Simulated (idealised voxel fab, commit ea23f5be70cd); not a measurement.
Documented hereafter: the process module known as voxel quadruple lines.
Square cells of 5 nm make up the cross-section cut, whose width is 250 nm.
Cross-section = grid of square cells, listed top down in bands; band = one or more rows.
Band entry format. Leading values: height of top, height of bottom, nm. Remainder: materials in left-to-right order, each with its width in nm. Special words: "everywhere" on a single material, which then fills the band edge to edge; "blank", empty space.
Ref level 0: as-received wafer is one material below here. Bottom band extends down with no lower bound ("0 down").
Per-row width for "30..40": begins at first number (top row of band), ends at second number (bottom row), increment between rows held constant.
Given "no modifications" for a step, no cell of the cross-section differs between before and after that step.
Look at "Enclosed void list" for the closed voids: empty spaces with no open path to the top, sized 8 cells or up. Each is width x height at distance, distance from the left edge, all nm.
Text after the settings on a step's line: the simulator's own remark on that step.
overlay nm: mask right of planned place by this much (step with mask). Neg. = left.

## The process steps that were planned are listed below
step 1: RECEIVE | material Si
step 2: CONFORMAL_DEP | material SiO2 | thk nm 5
step 3: DIRECTIONAL_DEP | material W | thk nm 10
step 4: DIRECTIONAL_DEP | material polySi | thk nm 20
step 5: DIRECTIONAL_DEP | material aC | thk nm 25
step 6: PATTERN | tone cover | mask id MANDREL | material resist | width nm 30 | pitch nm 80 | thk nm 30 | overlay nm 0
step 7: DIRECTIONAL_ETCH | etch materials aC | depth nm 25
step 8: STRIP | etch materials resist
step 9: CONFORMAL_DEP | material SiO2 | thk nm 10
step 10: DIRECTIONAL_ETCH | etch materials SiO2 | depth nm 10
step 11: STRIP | etch materials aC
step 12: DIRECTIONAL_ETCH | etch materials polySi | depth nm 20
step 13: STRIP | etch materials SiO2
step 14: CONFORMAL_DEP | material SiCN | thk nm 10
step 15: DIRECTIONAL_ETCH | etch materials SiCN | depth nm 10
step 16: STRIP | etch materials polySi
step 17: DIRECTIONAL_ETCH | etch materials W | depth nm 10
step 18: STRIP | etch materials SiCN
step 19: FILL_DEP | material lowk | thk nm 5
step 20: CMP | height nm 15

## Wafer at receipt (post step 1), cross-section
  0 down: Si everywhere
  Enclosed void list: none

## Cross-section taken at module completion on the first of two wafers; processed per the plan
  15 to 5: 50 lowk | 10 W | 10 lowk | 10 W | 10 lowk | 10 W | 10 lowk | 10 W | 10 lowk | 10 W | 10 lowk | 10 W | 10 lowk | 10 W | 10 lowk | 10 W | 50 lowk
  5 to 0: SiO2 everywhere
  0 down: Si everywhere
  Enclosed void list: none

## The second wafer, shown in cross-section after the module: started the same way as the first and given the same plan, yet one mistake crept into how it was run
  10 to 5: 50 lowk | 10 W | 10 lowk | 10 W | 10 lowk | 10 W | 10 lowk | 10 W | 10 lowk | 10 W | 10 lowk | 10 W | 10 lowk | 10 W | 10 lowk | 10 W | 50 lowk
  5 to 0: SiO2 everywhere
  0 down: Si everywhere
  Enclosed void list: none
In executing the process, a mistake was made relative to the plan: off-plan run, step 20, actual operation and settings CMP | height nm 10
Looking at both finished wafers in cells, the second ends up ahead of or behind the first on some materials: -16 W | -34 lowk
